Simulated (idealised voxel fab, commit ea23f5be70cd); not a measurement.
process module | voxel ribs on slabs
cross-section cut | 280 nm wide | cells 5 nm
A cross-section is a grid of square cells, given in bands from the top down. A band is one or more rows of cells.
Each band's line starts with the height of the band's top and of its bottom, in nm. Then come its materials from left to right, each with its width in nm. One material with "throughout" fills the band from edge to edge. "air" is empty space.
Height 0 is the level under which the wafer as received is all one material. The lowest band goes on downwards, as in "0 down".
A width such as "30 to 40" changes by the same amount from each row of cells to the next, from the band's top row to its bottom row.
"no change" after a step means that no cell of the cross-section changed.
closed voids: empty space of 8 cells or more with no open way to the top, each as width x height at its distance from the left edge, in nm
after a step's settings: what the simulator itself notes on the step
overlay nm, on a step with a mask: how far to the right of its planned place the mask lay; to the left if negative
plan
1 op RECEIVE | material Si
2 op DIRECTIONAL_DEP | material SiO2 | thk nm 20
3 op DIRECTIONAL_DEP | material SiN | thk nm 15
4 op PATTERN | tone cover | mask id RIB | material resist | width nm 15 | thk nm 15 | overlay nm 0
5 op DIRECTIONAL_ETCH | etch materials SiN | depth nm 5
6 op STRIP | etch materials resist
7 op DIRECTIONAL_DEP | material aC | thk nm 10
8 op PATTERN | tone cover | mask id SLAB | material resist | width nm 65 | thk nm 25 | overlay nm 0
9 op DIRECTIONAL_ETCH | etch materials aC | depth nm 5
10 op STRIP | etch materials resist
11 op DIRECTIONAL_ETCH | etch materials SiN | depth nm 10
12 op STRIP | etch materials aC
13 op FILL_DEP | material SiO2 | thk nm 15
14 op CMP | height nm 45
15 op DIRECTIONAL_DEP | material W | thk nm 5
16 op PATTERN | tone cover | mask id HEATER | material resist | width nm 25 | thk nm 20 | overlay nm 0
17 op DIRECTIONAL_ETCH | etch materials W | depth nm 5
18 op STRIP | etch materials resist
19 op CONFORMAL_DEP | material SiO2 | thk nm 5
varied across the wafers: depth nm of step 9. The plan shows the first wafer's value. All wafers start alike
first wafer as received, after step 1
  0 down: Si throughout
  closed voids: none
first wafer at the end, after step 19
  55 to 50: air 120 | SiO2 35 | air 125
  50 to 45: SiO2 125 | W 25 | SiO2 130
  45 to 35: SiO2 throughout
  35 to 30: SiO2 130 | SiN 15 | SiO2 135
  30 to 20: SiN throughout
  20 to 0: SiO2 throughout
  0 down: Si throughout
  closed voids: none
last wafer at the end
  55 to 50: air 120 | SiO2 35 | air 125
  50 to 45: SiO2 125 | W 25 | SiO2 130
  45 to 35: SiO2 throughout
  35 to 30: SiO2 130 | SiN 15 | SiO2 135
  30 to 20: SiO2 105 | SiN 65 | SiO2 110
  20 to 0: SiO2 throughout
  0 down: Si throughout
  closed voids: none
each wafer at the end: cells of each material gained (+) or lost (-) since it was received, then its closed voids
depth nm 5 | +115 SiN | +447 SiO2 | +5 W | closed voids: none
depth nm 10 | +29 SiN | +533 SiO2 | +5 W | closed voids: none
depth nm 15 | +29 SiN | +533 SiO2 | +5 W | closed voids: none
depth nm 20 | +29 SiN | +533 SiO2 | +5 W | closed voids: none
depth nm 25 | +29 SiN | +533 SiO2 | +5 W | closed voids: none
